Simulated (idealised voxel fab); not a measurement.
Documented hereafter: the process module known as voxel transistor to metal.
The figure presents cross-section cut, which has a width of 180 nm and is divided into square cells with an edge length of 5 nm.
When this document writes out a cross-section, it uses a grid of square cells and lists it as bands, beginning at the top and moving down, with a band standing for one or more rows of cells. What a band's entry tells you: where the top is and where the bottom is, as heights in nm, and after that what lies inside, material by material from left to right, each with its width in nm. Empty space is written as the word "blank", and a single material marked with the word "everywhere" occupies the band from edge to edge. Where do heights start? At 0: under that level the wafer as delivered is made of one material only. And the lowest band has no floor; it just carries on downward, as in "0 and below". A two-number width, for instance "30 to 40", indicates that the width is equal to the first number in the top row of the band and to the second number in the bottom row, and that it changes by a constant amount per row of cells. Step note "everything unchanged" = no cross-section cell changed. In "Internal closed voids" the enclosed voids are listed, meaning empty spaces of 8 cells or larger without any opening to the top. The form is width x height at distance, distance from the left edge, units nm. Formally, on a step line, whatever follows the settings is a remark that the simulator itself makes on the step. You can add "overlay nm" to a step's line. For a step with a mask, it describes how far the mask lay to the right of its planned position, and a negative number describes a lay to the left. Each pair below shows a cross-section before one step and the cross-section after it, down to the lowest band that changed. The line under each pair gives the step between them, with its settings. The pairs can come from different runs of this module on the same starting wafer, so a pair continues from the pair above only where its "Snapshot before" says so.

Snapshot before
    60 down to 45  40 nm resist, 30 nm blank, 35 nm resist, 30 nm blank, 45 nm resist
    45 down to 30  40 nm SiO2, 30 nm blank, 35 nm SiO2, 30 nm blank, 45 nm SiO2
    30 down to 20  40 nm SiO2, 25 nm blank, 10 nm SiN, 25 nm SiCN, 10 nm SiN, 25 nm blank, 45 nm SiO2
    20 down to 5  40 nm SiO2, 25 nm blank, 10 nm SiN, 25 nm polySi, 10 nm SiN, 25 nm blank, 45 nm SiO2
    5 down to 0  30 nm SiO2, 10 nm SiN, 10 nm nSi, 5 nm blank, 10 nm nSi, 10 nm SiN, 25 nm polySi, 10 nm SiN, 10 nm nSi, 5 nm blank, 10 nm nSi, 10 nm SiN, 35 nm SiO2
    0 down to -5  40 nm SiO2, 25 nm nSi, 45 nm SiO2, 25 nm nSi, 45 nm SiO2
    -5 down to -10  35 nm SiO2, 5 nm Si, 25 nm nSi, 45 nm Si, 25 nm nSi, 5 nm Si, 40 nm SiO2
    -10 down to -35  35 nm SiO2, 105 nm Si, 40 nm SiO2
    -35 and below  Si everywhere
    Internal closed voids: none

Section, Post-Step
    45 down to 30  40 nm SiO2, 30 nm blank, 35 nm SiO2, 30 nm blank, 45 nm SiO2
    below 30: unchanged
    Internal closed voids: none
Step lying between the two cross-sections just above: STRIP (etch materials resist)

Snapshot before: This step starts from the configuration shown after the step in the pair immediately above.

Section, Post-Step
    50 down to 45  45 nm TiN, 20 nm blank, 45 nm TiN, 20 nm blank, 50 nm TiN
    45 down to 35  40 nm SiO2, 5 nm TiN, 20 nm blank, 5 nm TiN, 35 nm SiO2, 5 nm TiN, 20 nm blank, 5 nm TiN, 45 nm SiO2
    35 down to 30  40 nm SiO2, 5 nm TiN, 15 nm blank, 10 nm TiN, 35 nm SiO2, 10 nm TiN, 15 nm blank, 5 nm TiN, 45 nm SiO2
    30 down to 20  40 nm SiO2, 5 nm TiN, 15 nm blank, 5 nm TiN, 10 nm SiN, 25 nm SiCN, 10 nm SiN, 5 nm TiN, 15 nm blank, 5 nm TiN, 45 nm SiO2
    20 down to 10  40 nm SiO2, 5 nm TiN, 15 nm blank, 5 nm TiN, 10 nm SiN, 25 nm polySi, 10 nm SiN, 5 nm TiN, 15 nm blank, 5 nm TiN, 45 nm SiO2
    10 down to 5  40 nm SiO2, 25 nm TiN, 10 nm SiN, 25 nm polySi, 10 nm SiN, 25 nm TiN, 45 nm SiO2
    5 down to 0  30 nm SiO2, 10 nm SiN, 10 nm nSi, 5 nm TiN, 10 nm nSi, 10 nm SiN, 25 nm polySi, 10 nm SiN, 10 nm nSi, 5 nm TiN, 10 nm nSi, 10 nm SiN, 35 nm SiO2
    below 0: unchanged
    Internal closed voids: none
Step lying between the two cross-sections just above: CONFORMAL_DEP (material TiN; thk nm 5)

Snapshot before: This step starts from the configuration shown after the step in the pair immediately above.

Section, Post-Step
    55 down to 50  W everywhere
    50 down to 45  45 nm TiN, 20 nm W, 45 nm TiN, 20 nm W, 50 nm TiN
    45 down to 35  40 nm SiO2, 5 nm TiN, 20 nm W, 5 nm TiN, 35 nm SiO2, 5 nm TiN, 20 nm W, 5 nm TiN, 45 nm SiO2
    35 down to 30  40 nm SiO2, 5 nm TiN, 15 nm W, 10 nm TiN, 35 nm SiO2, 10 nm TiN, 15 nm W, 5 nm TiN, 45 nm SiO2
    30 down to 20  40 nm SiO2, 5 nm TiN, 15 nm W, 5 nm TiN, 10 nm SiN, 25 nm SiCN, 10 nm SiN, 5 nm TiN, 15 nm W, 5 nm TiN, 45 nm SiO2
    20 down to 10  40 nm SiO2, 5 nm TiN, 15 nm W, 5 nm TiN, 10 nm SiN, 25 nm polySi, 10 nm SiN, 5 nm TiN, 15 nm W, 5 nm TiN, 45 nm SiO2
    below 10: unchanged
    Internal closed voids: none
Step lying between the two cross-sections just above: FILL_DEP (material W; thk nm 5)

Snapshot before: This step starts from the configuration shown after the step in the pair immediately above.

Section, Post-Step
    45 down to 35  40 nm SiO2, 5 nm TiN, 20 nm W, 5 nm TiN, 35 nm SiO2, 5 nm TiN, 20 nm W, 5 nm TiN, 45 nm SiO2
    below 35: unchanged
    Internal closed voids: none
Step lying between the two cross-sections just above: CMP (height nm 45)

Snapshot before: This step starts from the configuration shown after the step in the pair immediately above.

Section, Post-Step
    50 down to 45  SiCN everywhere
    below 45: unchanged
    Internal closed voids: none
Step lying between the two cross-sections just above: CONFORMAL_DEP (material SiCN; thk nm 5)

Snapshot before: This step starts from the configuration shown after the step in the pair immediately above.

Section, Post-Step
    75 down to 50  lowk everywhere
    below 50: unchanged
    Internal closed voids: none
Step lying between the two cross-sections just above: DIRECTIONAL_DEP (material lowk; thk nm 25)

Snapshot before: This step starts from the configuration shown after the step in the pair immediately above.

Section, Post-Step
    95 down to 75  40 nm resist, 15 nm blank, 65 nm resist, 15 nm blank, 45 nm resist
    below 75: unchanged
    Internal closed voids: none
Step lying between the two cross-sections just above: PATTERN (tone open; mask id METAL_1; material resist; width nm 15; pitch nm 80; thk nm 20; overlay nm 0)

Snapshot before: This step starts from the configuration shown after the step in the pair immediately above.

Section, Post-Step
    95 down to 75  40 nm resist, 15 nm blank, 65 nm resist, 15 nm blank, 45 nm resist
    75 down to 50  40 nm lowk, 15 nm blank, 65 nm lowk, 15 nm blank, 45 nm lowk
    below 50: unchanged
    Internal closed voids: none
Step lying between the two cross-sections just above: DIRECTIONAL_ETCH (etch materials lowk; depth nm 25)

Snapshot before: This step starts from the configuration shown after the step in the pair immediately above.

Section, Post-Step
    95 down to 75  40 nm resist, 15 nm blank, 65 nm resist, 15 nm blank, 45 nm resist
    75 down to 50  40 nm lowk, 15 nm blank, 65 nm lowk, 15 nm blank, 45 nm lowk
    50 down to 45  40 nm SiCN, 15 nm blank, 65 nm SiCN, 15 nm blank, 45 nm SiCN
    below 45: unchanged
    Internal closed voids: none
Step lying between the two cross-sections just above: DIRECTIONAL_ETCH (etch materials SiCN; depth nm 5)

Snapshot before: This step starts from the configuration shown after the step in the pair immediately above.

Section, Post-Step
    75 down to 50  40 nm lowk, 15 nm blank, 65 nm lowk, 15 nm blank, 45 nm lowk
    below 50: unchanged
    Internal closed voids: none
Step lying between the two cross-sections just above: STRIP (etch materials resist)

Snapshot before: This step starts from the configuration shown after the step in the pair immediately above.

Section, Post-Step
    80 down to 75  45 nm TiN, 5 nm blank, 75 nm TiN, 5 nm blank, 50 nm TiN
    75 down to 50  40 nm lowk, 5 nm TiN, 5 nm blank, 5 nm TiN, 65 nm lowk, 5 nm TiN, 5 nm blank, 5 nm TiN, 45 nm lowk
    50 down to 45  40 nm SiCN, 15 nm TiN, 65 nm SiCN, 15 nm TiN, 45 nm SiCN
    below 45: unchanged
    Internal closed voids: none
Step lying between the two cross-sections just above: CONFORMAL_DEP (material TiN; thk nm 5)

Snapshot before: This step starts from the configuration shown after the step in the pair immediately above.

Section, Post-Step
    90 down to 80  W everywhere
    80 down to 75  45 nm TiN, 5 nm W, 75 nm TiN, 5 nm W, 50 nm TiN
    75 down to 50  40 nm lowk, 5 nm TiN, 5 nm W, 5 nm TiN, 65 nm lowk, 5 nm TiN, 5 nm W, 5 nm TiN, 45 nm lowk
    below 50: unchanged
    Internal closed voids: none
Step lying between the two cross-sections just above: FILL_DEP (material W; thk nm 10)

Snapshot before: This step starts from the configuration shown after the step in the pair immediately above.

Section, Post-Step
    75 down to 50  40 nm lowk, 5 nm TiN, 5 nm W, 5 nm TiN, 65 nm lowk, 5 nm TiN, 5 nm W, 5 nm TiN, 45 nm lowk
    below 50: unchanged
    Internal closed voids: none
Step lying between the two cross-sections just above: CMP (height nm 75)

Snapshot before: This step starts from the configuration shown after the step in the pair immediately above.

Section, Post-Step
    80 down to 75  SiCN everywhere
    below 75: unchanged
    Internal closed voids: none
Step lying between the two cross-sections just above: CONFORMAL_DEP (material SiCN; thk nm 5)

Snapshot before: This step starts from the configuration shown after the step in the pair immediately above.

Section, Post-Step
    115 down to 80  SiO2 everywhere
    below 80: unchanged
    Internal closed voids: none
Step lying between the two cross-sections just above: DIRECTIONAL_DEP (material SiO2; thk nm 35)

Snapshot before: This step starts from the configuration shown after the step in the pair immediately above.

Section, Post-Step
    115 down to 95  40 nm SiO2, 15 nm blank, 65 nm SiO2, 15 nm blank, 45 nm SiO2
    below 95: unchanged
    Internal closed voids: none
Step lying between the two cross-sections just above: MASKED_ETCH (tone open; mask id METAL_2; width nm 15; pitch nm 80; etch materials SiO2; depth nm 20; overlay nm 0)

Snapshot before: This step starts from the configuration shown after the step in the pair immediately above.

Section, Post-Step
    125 down to 115  40 nm aC, 15 nm blank, 65 nm aC, 15 nm blank, 45 nm aC
    115 down to 105  40 nm SiO2, 15 nm blank, 65 nm SiO2, 15 nm blank, 45 nm SiO2
    105 down to 95  40 nm SiO2, 15 nm aC, 65 nm SiO2, 15 nm aC, 45 nm SiO2
    below 95: unchanged
    Internal closed voids: none
Step lying between the two cross-sections just above: DIRECTIONAL_DEP (material aC; thk nm 10)

Snapshot before: This step starts from the configuration shown after the step in the pair immediately above.

Section, Post-Step
    150 down to 125  40 nm resist, 15 nm blank, 65 nm resist, 15 nm blank, 45 nm resist
    below 125: unchanged
    Internal closed voids: none
Step lying between the two cross-sections just above: PATTERN (tone open; mask id METAL_2_HOLES; material resist; width nm 15; pitch nm 80; thk nm 25; overlay nm 0)

Snapshot before: This step starts from the configuration shown after the step in the pair immediately above.

Section, Post-Step
    140 down to 125  40 nm resist, 15 nm blank, 65 nm resist, 15 nm blank, 45 nm resist
    125 down to 115  40 nm aC, 15 nm blank, 65 nm aC, 15 nm blank, 45 nm aC
    115 down to 95  40 nm SiO2, 15 nm blank, 65 nm SiO2, 15 nm blank, 45 nm SiO2
    below 95: unchanged
    Internal closed voids: none
Step lying between the two cross-sections just above: DIRECTIONAL_ETCH (etch materials aC; depth nm 10)

Snapshot before: This step starts from the configuration shown after the step in the pair immediately above.

Section, Post-Step
    125 down to 115  40 nm aC, 15 nm blank, 65 nm aC, 15 nm blank, 45 nm aC
    below 115: unchanged
    Internal closed voids: none
Step lying between the two cross-sections just above: STRIP (etch materials resist)

Snapshot before: This step starts from the configuration shown after the step in the pair immediately above.

Section, Post-Step
    125 down to 115  40 nm aC, 15 nm blank, 65 nm aC, 15 nm blank, 45 nm aC
    115 down to 80  40 nm SiO2, 15 nm blank, 65 nm SiO2, 15 nm blank, 45 nm SiO2
    below 80: unchanged
    Internal closed voids: none
Step lying between the two cross-sections just above: DIRECTIONAL_ETCH (etch materials SiO2; depth nm 15)

Snapshot before: This step starts from the configuration shown after the step in the pair immediately above.

Section, Post-Step
    125 down to 115  40 nm aC, 15 nm blank, 65 nm aC, 15 nm blank, 45 nm aC
    115 down to 80  40 nm SiO2, 15 nm blank, 65 nm SiO2, 15 nm blank, 45 nm SiO2
    80 down to 75  40 nm SiCN, 15 nm blank, 65 nm SiCN, 15 nm blank, 45 nm SiCN
    below 75: unchanged
    Internal closed voids: none
Step lying between the two cross-sections just above: DIRECTIONAL_ETCH (etch materials SiCN; depth nm 5)

Snapshot before: This step starts from the configuration shown after the step in the pair immediately above.

Section, Post-Step
    115 down to 80  40 nm SiO2, 15 nm blank, 65 nm SiO2, 15 nm blank, 45 nm SiO2
    below 80: unchanged
    Internal closed voids: none
Step lying between the two cross-sections just above: STRIP (etch materials aC)

Snapshot before: This step starts from the configuration shown after the step in the pair immediately above.

Section, Post-Step
    120 down to 115  45 nm TiN, 5 nm blank, 75 nm TiN, 5 nm blank, 50 nm TiN
    115 down to 80  40 nm SiO2, 5 nm TiN, 5 nm blank, 5 nm TiN, 65 nm SiO2, 5 nm TiN, 5 nm blank, 5 nm TiN, 45 nm SiO2
    80 down to 75  40 nm SiCN, 15 nm TiN, 65 nm SiCN, 15 nm TiN, 45 nm SiCN
    below 75: unchanged
    Internal closed voids: none
Step lying between the two cross-sections just above: CONFORMAL_DEP (material TiN; thk nm 5)

Snapshot before: This step starts from the configuration shown after the step in the pair immediately above.

Section, Post-Step
    130 down to 120  Cu everywhere
    120 down to 115  45 nm TiN, 5 nm Cu, 75 nm TiN, 5 nm Cu, 50 nm TiN
    115 down to 80  40 nm SiO2, 5 nm TiN, 5 nm Cu, 5 nm TiN, 65 nm SiO2, 5 nm TiN, 5 nm Cu, 5 nm TiN, 45 nm SiO2
    below 80: unchanged
    Internal closed voids: none
Step lying between the two cross-sections just above: FILL_DEP (material Cu; thk nm 10)

Snapshot before: This step starts from the configuration shown after the step in the pair immediately above.

Section, Post-Step
    115 down to 80  40 nm SiO2, 5 nm TiN, 5 nm Cu, 5 nm TiN, 65 nm SiO2, 5 nm TiN, 5 nm Cu, 5 nm TiN, 45 nm SiO2
    below 80: unchanged
    Internal closed voids: none
Step lying between the two cross-sections just above: CMP (height nm 115)

Snapshot before: This step starts from the configuration shown after the step in the pair immediately above.

Section, Post-Step
    120 down to 115  SiCN everywhere
    below 115: unchanged
    Internal closed voids: none
Step lying between the two cross-sections just above: CONFORMAL_DEP (material SiCN; thk nm 5)

Snapshot before
    15 down to 5  SiN everywhere
    5 down to 0  SiO2 everywhere
    0 and below  Si everywhere
    Internal closed voids: none

Section, Post-Step
    15 down to 5  40 nm blank, 95 nm SiN, 45 nm blank
    below 5: unchanged
    Internal closed voids: none
Step lying between the two cross-sections just above: MASKED_ETCH (tone cover; mask id ACTIVE; width nm 95; etch materials SiN; depth nm 10; overlay nm 0)

Snapshot before: This step starts from the configuration shown after the step in the pair immediately above.

Section, Post-Step
    15 down to 5  40 nm blank, 95 nm SiN, 45 nm blank
    5 down to 0  35 nm blank, 105 nm SiO2, 40 nm blank
    below 0: unchanged
    Internal closed voids: none
Step lying between the two cross-sections just above: MASKED_ETCH (tone cover; mask id ACTIVE; width nm 105; etch materials SiO2; depth nm 5; overlay nm 0)

Snapshot before: This step starts from the configuration shown after the step in the pair immediately above.

Section, Post-Step
    15 down to 5  40 nm blank, 95 nm SiN, 45 nm blank
    5 down to 0  35 nm blank, 105 nm SiO2, 40 nm blank
    0 down to -35  35 nm blank, 105 nm Si, 40 nm blank
    below -35: unchanged
    Internal closed voids: none
Step lying between the two cross-sections just above: MASKED_ETCH (tone cover; mask id ACTIVE; width nm 105; etch materials Si; depth nm 35; overlay nm 0)

Snapshot before: This step starts from the configuration shown after the step in the pair immediately above.

Section, Post-Step
    30 down to 15  SiO2 everywhere
    15 down to 5  40 nm SiO2, 95 nm SiN, 45 nm SiO2
    5 down to 0  SiO2 everywhere
    0 down to -35  35 nm SiO2, 105 nm Si, 40 nm SiO2
    below -35: unchanged
    Internal closed voids: none
Step lying between the two cross-sections just above: FILL_DEP (material SiO2; thk nm 15)

Snapshot before: This step starts from the configuration shown after the step in the pair immediately above.

Section, Post-Step
    15 down to 5  40 nm SiO2, 95 nm SiN, 45 nm SiO2
    below 5: unchanged
    Internal closed voids: none
Step lying between the two cross-sections just above: CMP (height nm 15)

Snapshot before: This step starts from the configuration shown after the step in the pair immediately above.

Section, Post-Step
    15 down to 10  40 nm blank, 95 nm SiN, 45 nm blank
    below 10: unchanged
    Internal closed voids: none
Step lying between the two cross-sections just above: SELECTIVE_ETCH (etch materials SiO2; depth nm 5)

Snapshot before: This step starts from the configuration shown after the step in the pair immediately above.

Section, Post-Step
    10 down to 5  40 nm SiO2, 95 nm blank, 45 nm SiO2
    below 5: unchanged
    Internal closed voids: none
Step lying between the two cross-sections just above: STRIP (etch materials SiN)

Snapshot before: This step starts from the configuration shown after the step in the pair immediately above.

Section, Post-Step
    5 down to 0  35 nm SiO2, 105 nm blank, 40 nm SiO2
    below 0: unchanged
    Internal closed voids: none
Step lying between the two cross-sections just above: SELECTIVE_ETCH (etch materials SiO2; depth nm 5)

Snapshot before: This step starts from the configuration shown after the step in the pair immediately above.

Section, Post-Step
    5 down to 0  35 nm SiO2, 105 nm blank, 40 nm SiO2
    0 down to -5  SiO2 everywhere
    below -5: unchanged
    Internal closed voids: none
Step lying between the two cross-sections just above: OXIDIZE (depth nm 5)

Snapshot before: This step starts from the configuration shown after the step in the pair immediately above.

Section, Post-Step
    25 down to 20  35 nm polySi, 105 nm blank, 40 nm polySi
    20 down to 5  polySi everywhere
    5 down to 0  35 nm SiO2, 105 nm polySi, 40 nm SiO2
    below 0: unchanged
    Internal closed voids: none
Step lying between the two cross-sections just above: DIRECTIONAL_DEP (material polySi; thk nm 20)

Snapshot before: This step starts from the configuration shown after the step in the pair immediately above.

Section, Post-Step
    35 down to 30  35 nm SiCN, 105 nm blank, 40 nm SiCN
    30 down to 25  SiCN everywhere
    25 down to 20  35 nm polySi, 105 nm SiCN, 40 nm polySi
    below 20: unchanged
    Internal closed voids: none
Step lying between the two cross-sections just above: DIRECTIONAL_DEP (material SiCN; thk nm 10)

Snapshot before: This step starts from the configuration shown after the step in the pair immediately above.

Section, Post-Step
    30 down to 25  75 nm blank, 25 nm SiCN, 80 nm blank
    25 down to 20  35 nm polySi, 40 nm blank, 25 nm SiCN, 40 nm blank, 40 nm polySi
    below 20: unchanged
    Internal closed voids: none
Step lying between the two cross-sections just above: MASKED_ETCH (tone cover; mask id GATE; width nm 25; etch materials SiCN; depth nm 20; overlay nm 0)

Snapshot before: This step starts from the configuration shown after the step in the pair immediately above.

Section, Post-Step
    30 down to 20  75 nm blank, 25 nm SiCN, 80 nm blank
    20 down to 5  75 nm blank, 25 nm polySi, 80 nm blank
    5 down to 0  35 nm SiO2, 40 nm blank, 25 nm polySi, 40 nm blank, 40 nm SiO2
    below 0: unchanged
    Internal closed voids: none
Step lying between the two cross-sections just above: MASKED_ETCH (tone cover; mask id GATE; width nm 25; etch materials polySi; depth nm 30; overlay nm 0)

Snapshot before: This step starts from the configuration shown after the step in the pair immediately above.

Section, Post-Step
    40 down to 30  65 nm blank, 45 nm SiN, 70 nm blank
    30 down to 20  65 nm blank, 10 nm SiN, 25 nm SiCN, 10 nm SiN, 70 nm blank
    20 down to 15  65 nm blank, 10 nm SiN, 25 nm polySi, 10 nm SiN, 70 nm blank
    15 down to 10  45 nm SiN, 20 nm blank, 10 nm SiN, 25 nm polySi, 10 nm SiN, 20 nm blank, 50 nm SiN
    10 down to 5  75 nm SiN, 25 nm polySi, 80 nm SiN
    5 down to 0  35 nm SiO2, 40 nm SiN, 25 nm polySi, 40 nm SiN, 40 nm SiO2
    below 0: unchanged
    Internal closed voids: none
Step lying between the two cross-sections just above: CONFORMAL_DEP (material SiN; thk nm 10)

Snapshot before: This step starts from the configuration shown after the step in the pair immediately above.

Section, Post-Step
    30 down to 20  65 nm blank, 10 nm SiN, 25 nm SiCN, 10 nm SiN, 70 nm blank
    20 down to 5  65 nm blank, 10 nm SiN, 25 nm polySi, 10 nm SiN, 70 nm blank
    5 down to 0  35 nm SiO2, 10 nm SiN, 20 nm blank, 10 nm SiN, 25 nm polySi, 10 nm SiN, 20 nm blank, 10 nm SiN, 40 nm SiO2
    below 0: unchanged
    Internal closed voids: none
Step lying between the two cross-sections just above: DIRECTIONAL_ETCH (etch materials SiN; depth nm 10)

Snapshot before: This step starts from the configuration shown after the step in the pair immediately above.

Section, Post-Step
    30 down to 20  65 nm blank, 10 nm SiN, 25 nm SiCN, 10 nm SiN, 70 nm blank
    20 down to 5  65 nm blank, 10 nm SiN, 25 nm polySi, 10 nm SiN, 70 nm blank
    5 down to 0  35 nm blank, 10 nm SiN, 20 nm blank, 10 nm SiN, 25 nm polySi, 10 nm SiN, 20 nm blank, 10 nm SiN, 40 nm blank
    0 down to -5  45 nm SiO2, 20 nm blank, 45 nm SiO2, 20 nm blank, 50 nm SiO2
    below -5: unchanged
    Internal closed voids: none
Step lying between the two cross-sections just above: DIRECTIONAL_ETCH (etch materials SiO2; depth nm 5)

Snapshot before: This step starts from the configuration shown after the step in the pair immediately above.

Section, Post-Step
    30 down to 20  65 nm blank, 10 nm SiN, 25 nm SiCN, 10 nm SiN, 70 nm blank
    20 down to 5  65 nm blank, 10 nm SiN, 25 nm polySi, 10 nm SiN, 70 nm blank
    5 down to 0  35 nm blank, 10 nm SiN, 20 nm blank, 10 nm SiN, 25 nm polySi, 10 nm SiN, 20 nm blank, 10 nm SiN, 40 nm blank
    0 down to -5  45 nm SiO2, 20 nm blank, 45 nm SiO2, 20 nm blank, 50 nm SiO2
    -5 down to -15  35 nm SiO2, 10 nm Si, 20 nm blank, 45 nm Si, 20 nm blank, 10 nm Si, 40 nm SiO2
    below -15: unchanged
    Internal closed voids: none
Step lying between the two cross-sections just above: DIRECTIONAL_ETCH (etch materials Si; depth nm 10)

Snapshot before: This step starts from the configuration shown after the step in the pair immediately above.

Section, Post-Step
    30 down to 20  65 nm blank, 10 nm SiN, 25 nm SiCN, 10 nm SiN, 70 nm blank
    20 down to 5  65 nm blank, 10 nm SiN, 25 nm polySi, 10 nm SiN, 70 nm blank
    5 down to 0  35 nm blank, 10 nm SiN, 20 nm nSi, 10 nm SiN, 25 nm polySi, 10 nm SiN, 20 nm nSi, 10 nm SiN, 40 nm blank
    0 down to -5  45 nm SiO2, 20 nm nSi, 45 nm SiO2, 20 nm nSi, 50 nm SiO2
    -5 down to -15  35 nm SiO2, 10 nm Si, 20 nm nSi, 45 nm Si, 20 nm nSi, 10 nm Si, 40 nm SiO2
    below -15: unchanged
    Internal closed voids: none
Step lying between the two cross-sections just above: EPI (material nSi; thk nm 10)

Snapshot before: This step starts from the configuration shown after the step in the pair immediately above.

Section, Post-Step
    35 down to 30  SiO2 everywhere
    30 down to 20  65 nm SiO2, 10 nm SiN, 25 nm SiCN, 10 nm SiN, 70 nm SiO2
    20 down to 5  65 nm SiO2, 10 nm SiN, 25 nm polySi, 10 nm SiN, 70 nm SiO2
    5 down to 0  35 nm SiO2, 10 nm SiN, 20 nm nSi, 10 nm SiN, 25 nm polySi, 10 nm SiN, 20 nm nSi, 10 nm SiN, 40 nm SiO2
    below 0: unchanged
    Internal closed voids: none
Step lying between the two cross-sections just above: FILL_DEP (material SiO2; thk nm 5)

Snapshot before: This step starts from the configuration shown after the step in the pair immediately above.

Section, Post-Step
    30 down to 20  65 nm SiO2, 10 nm SiN, 25 nm SiCN, 10 nm SiN, 70 nm SiO2
    below 20: unchanged
    Internal closed voids: none
Step lying between the two cross-sections just above: CMP (height nm 30)

Snapshot before: This step starts from the configuration shown after the step in the pair immediately above.

Section, Post-Step
    45 down to 30  SiO2 everywhere
    below 30: unchanged
    Internal closed voids: none
Step lying between the two cross-sections just above: DIRECTIONAL_DEP (material SiO2; thk nm 15)

Snapshot before: This step starts from the configuration shown after the step in the pair immediately above.

Section, Post-Step
    60 down to 45  40 nm resist, 30 nm blank, 35 nm resist, 30 nm blank, 45 nm resist
    below 45: unchanged
    Internal closed voids: none
Step lying between the two cross-sections just above: PATTERN (tone open; mask id CONTACT; material resist; width nm 30; pitch nm 65; thk nm 15; overlay nm 0)

Snapshot before: This step starts from the configuration shown after the step in the pair immediately above.

Section, Post-Step
    60 down to 45  40 nm resist, 30 nm blank, 35 nm resist, 30 nm blank, 45 nm resist
    45 down to 30  40 nm SiO2, 30 nm blank, 35 nm SiO2, 30 nm blank, 45 nm SiO2
    30 down to 20  40 nm SiO2, 25 nm blank, 10 nm SiN, 25 nm SiCN, 10 nm SiN, 25 nm blank, 45 nm SiO2
    20 down to 5  40 nm SiO2, 25 nm blank, 10 nm SiN, 25 nm polySi, 10 nm SiN, 25 nm blank, 45 nm SiO2
    below 5: unchanged
    Internal closed voids: none
Step lying between the two cross-sections just above: DIRECTIONAL_ETCH (etch materials SiO2; depth nm 50)

Snapshot before: This step starts from the configuration shown after the step in the pair immediately above.

Section, Post-Step
    45 down to 30  40 nm SiO2, 30 nm blank, 35 nm SiO2, 30 nm blank, 45 nm SiO2
    below 30: unchanged
    Internal closed voids: none
Step lying between the two cross-sections just above: STRIP (etch materials resist)

Snapshot before: This step starts from the configuration shown after the step in the pair immediately above.

Section, Post-Step
    50 down to 45  45 nm TiN, 20 nm blank, 45 nm TiN, 20 nm blank, 50 nm TiN
    45 down to 35  40 nm SiO2, 5 nm TiN, 20 nm blank, 5 nm TiN, 35 nm SiO2, 5 nm TiN, 20 nm blank, 5 nm TiN, 45 nm SiO2
    35 down to 30  40 nm SiO2, 5 nm TiN, 15 nm blank, 10 nm TiN, 35 nm SiO2, 10 nm TiN, 15 nm blank, 5 nm TiN, 45 nm SiO2
    30 down to 20  40 nm SiO2, 5 nm TiN, 15 nm blank, 5 nm TiN, 10 nm SiN, 25 nm SiCN, 10 nm SiN, 5 nm TiN, 15 nm blank, 5 nm TiN, 45 nm SiO2
    20 down to 10  40 nm SiO2, 5 nm TiN, 15 nm blank, 5 nm TiN, 10 nm SiN, 25 nm polySi, 10 nm SiN, 5 nm TiN, 15 nm blank, 5 nm TiN, 45 nm SiO2
    10 down to 5  40 nm SiO2, 25 nm TiN, 10 nm SiN, 25 nm polySi, 10 nm SiN, 25 nm TiN, 45 nm SiO2
    below 5: unchanged
    Internal closed voids: none
Step lying between the two cross-sections just above: CONFORMAL_DEP (material TiN; thk nm 5)

Snapshot before: This step starts from the configuration shown after the step in the pair immediately above.

Section, Post-Step
    55 down to 50  W everywhere
    50 down to 45  45 nm TiN, 20 nm W, 45 nm TiN, 20 nm W, 50 nm TiN
    45 down to 35  40 nm SiO2, 5 nm TiN, 20 nm W, 5 nm TiN, 35 nm SiO2, 5 nm TiN, 20 nm W, 5 nm TiN, 45 nm SiO2
    35 down to 30  40 nm SiO2, 5 nm TiN, 15 nm W, 10 nm TiN, 35 nm SiO2, 10 nm TiN, 15 nm W, 5 nm TiN, 45 nm SiO2
    30 down to 20  40 nm SiO2, 5 nm TiN, 15 nm W, 5 nm TiN, 10 nm SiN, 25 nm SiCN, 10 nm SiN, 5 nm TiN, 15 nm W, 5 nm TiN, 45 nm SiO2
    20 down to 10  40 nm SiO2, 5 nm TiN, 15 nm W, 5 nm TiN, 10 nm SiN, 25 nm polySi, 10 nm SiN, 5 nm TiN, 15 nm W, 5 nm TiN, 45 nm SiO2
    below 10: unchanged
    Internal closed voids: none
Step lying between the two cross-sections just above: FILL_DEP (material W; thk nm 5)

Snapshot before: This step starts from the configuration shown after the step in the pair immediately above.

Section, Post-Step
    45 down to 35  40 nm SiO2, 5 nm TiN, 20 nm W, 5 nm TiN, 35 nm SiO2, 5 nm TiN, 20 nm W, 5 nm TiN, 45 nm SiO2
    below 35: unchanged
    Internal closed voids: none
Step lying between the two cross-sections just above: CMP (height nm 45)

Snapshot before: This step starts from the configuration shown after the step in the pair immediately above.

Section, Post-Step
    50 down to 45  SiCN everywhere
    below 45: unchanged
    Internal closed voids: none
Step lying between the two cross-sections just above: CONFORMAL_DEP (material SiCN; thk nm 5)

Snapshot before: This step starts from the configuration shown after the step in the pair immediately above.

Section, Post-Step
    75 down to 50  lowk everywhere
    below 50: unchanged
    Internal closed voids: none
Step lying between the two cross-sections just above: DIRECTIONAL_DEP (material lowk; thk nm 25)

Snapshot before: This step starts from the configuration shown after the step in the pair immediately above.

Section, Post-Step
    95 down to 75  40 nm resist, 15 nm blank, 65 nm resist, 15 nm blank, 45 nm resist
    below 75: unchanged
    Internal closed voids: none
Step lying between the two cross-sections just above: PATTERN (tone open; mask id METAL_1; material resist; width nm 15; pitch nm 80; thk nm 20; overlay nm 0)

Snapshot before: This step starts from the configuration shown after the step in the pair immediately above.

Section, Post-Step
    95 down to 75  40 nm resist, 15 nm blank, 65 nm resist, 15 nm blank, 45 nm resist
    75 down to 50  40 nm lowk, 15 nm blank, 65 nm lowk, 15 nm blank, 45 nm lowk
    below 50: unchanged
    Internal closed voids: none
Step lying between the two cross-sections just above: DIRECTIONAL_ETCH (etch materials lowk; depth nm 25)

Snapshot before: This step starts from the configuration shown after the step in the pair immediately above.

Section, Post-Step
    95 down to 75  40 nm resist, 15 nm blank, 65 nm resist, 15 nm blank, 45 nm resist
    75 down to 50  40 nm lowk, 15 nm blank, 65 nm lowk, 15 nm blank, 45 nm lowk
    50 down to 45  40 nm SiCN, 15 nm blank, 65 nm SiCN, 15 nm blank, 45 nm SiCN
    below 45: unchanged
    Internal closed voids: none
Step lying between the two cross-sections just above: DIRECTIONAL_ETCH (etch materials SiCN; depth nm 5)

Snapshot before: This step starts from the configuration shown after the step in the pair immediately above.

Section, Post-Step
    75 down to 50  40 nm lowk, 15 nm blank, 65 nm lowk, 15 nm blank, 45 nm lowk
    below 50: unchanged
    Internal closed voids: none
Step lying between the two cross-sections just above: STRIP (etch materials resist)
